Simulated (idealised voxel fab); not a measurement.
process module | voxel self aligned contacts
cross-section cut | 160 nm wide | cells 5 nm
A cross-section is a grid of square cells, given in bands from the top down. A band is one or more rows of cells.
Each band's line starts with the height of the band's top and of its bottom, in nm. Then come its materials from left to right, each with its width in nm. One material with "throughout" fills the band from edge to edge. "air" is empty space.
Height 0 is the level under which the wafer as received is all one material. The lowest band goes on downwards, as in "0 down".
A width such as "30 to 40" changes by the same amount from each row of cells to the next, from the band's top row to its bottom row.
"no change" after a step means that no cell of the cross-section changed.
closed voids: empty space of 8 cells or more with no open way to the top, each as width x height at its distance from the left edge, in nm
after a step's settings: what the simulator itself notes on the step
overlay nm, on a step with a mask: how far to the right of its planned place the mask lay; to the left if negative
plan
1 op RECEIVE | material Si
2 op OXIDIZE | depth nm 5
3 op DIRECTIONAL_DEP | material polySi | thk nm 30
4 op DIRECTIONAL_DEP | material SiN | thk nm 25
5 op DIRECTIONAL_DEP | material aC | thk nm 15
6 op PATTERN | tone cover | mask id GATE | material resist | width nm 25 | pitch nm 65 | thk nm 35 | overlay nm 0
7 op DIRECTIONAL_ETCH | etch materials aC | depth nm 15
8 op STRIP | etch materials resist
9 op DIRECTIONAL_ETCH | etch materials SiN | depth nm 25
10 op DIRECTIONAL_ETCH | etch materials polySi | depth nm 30
11 op STRIP | etch materials aC
12 op CONFORMAL_DEP | material SiN | thk nm 10
13 op DIRECTIONAL_ETCH | etch materials SiN | depth nm 10
14 op FILL_DEP | material SiO2 | thk nm 20
15 op CMP | height nm 65
16 op MASKED_ETCH | tone open | mask id CONTACT | width nm 50 | etch materials SiO2 | depth nm 70 | overlay nm 0
17 op CONFORMAL_DEP | material TiN | thk nm 5
18 op FILL_DEP | material Ru | thk nm 5
19 op CMP | height nm 65
20 op CONFORMAL_DEP | material SiN | thk nm 5
as received, after step 1
  0 down: Si throughout
  closed voids: none
first wafer at the end, as planned
  70 to 65: SiN throughout
  65 to 55: SiO2 55 | TiN 5 to 20 | Ru 40 to 10 | TiN 5 to 20 | SiO2 55
  55 to 30: SiO2 25 | SiN 45 | TiN 5 | Ru 10 | TiN 5 | SiN 45 | SiO2 25
  30 to 0: SiO2 25 | SiN 10 | polySi 25 | SiN 10 | TiN 5 | Ru 10 | TiN 5 | SiN 10 | polySi 25 | SiN 10 | SiO2 25
  0 to -5: SiO2 70 | TiN 20 | SiO2 70
  -5 down: Si throughout
  closed voids: none
second wafer at the end: like start, like plan, one mistake
  70 to 65: SiN throughout
  65 to 60: SiO2 55 | TiN 20 | Ru 10 | TiN 20 | SiO2 55
  60 to 35: SiO2 25 | SiN 45 | TiN 5 | Ru 10 | TiN 5 | SiN 45 | SiO2 25
  35 to 10: SiO2 25 | SiN 10 | polySi 25 | SiN 10 | TiN 5 | Ru 10 | TiN 5 | SiN 10 | polySi 25 | SiN 10 | SiO2 25
  10 to 5: SiO2 25 | SiN 10 | polySi 25 | SiN 10 | TiN 20 | SiN 10 | polySi 25 | SiN 10 | SiO2 25
  5 to 0: polySi throughout
  0 to -5: SiO2 throughout
  -5 down: Si throughout
  closed voids: none
what went wrong: step 3 ran as: op DIRECTIONAL_DEP | material polySi | thk nm 35
at the end the second wafer has, in cells: 10 fewer of Ru | 18 fewer of SiO2 | 4 fewer of TiN | 32 more of polySi
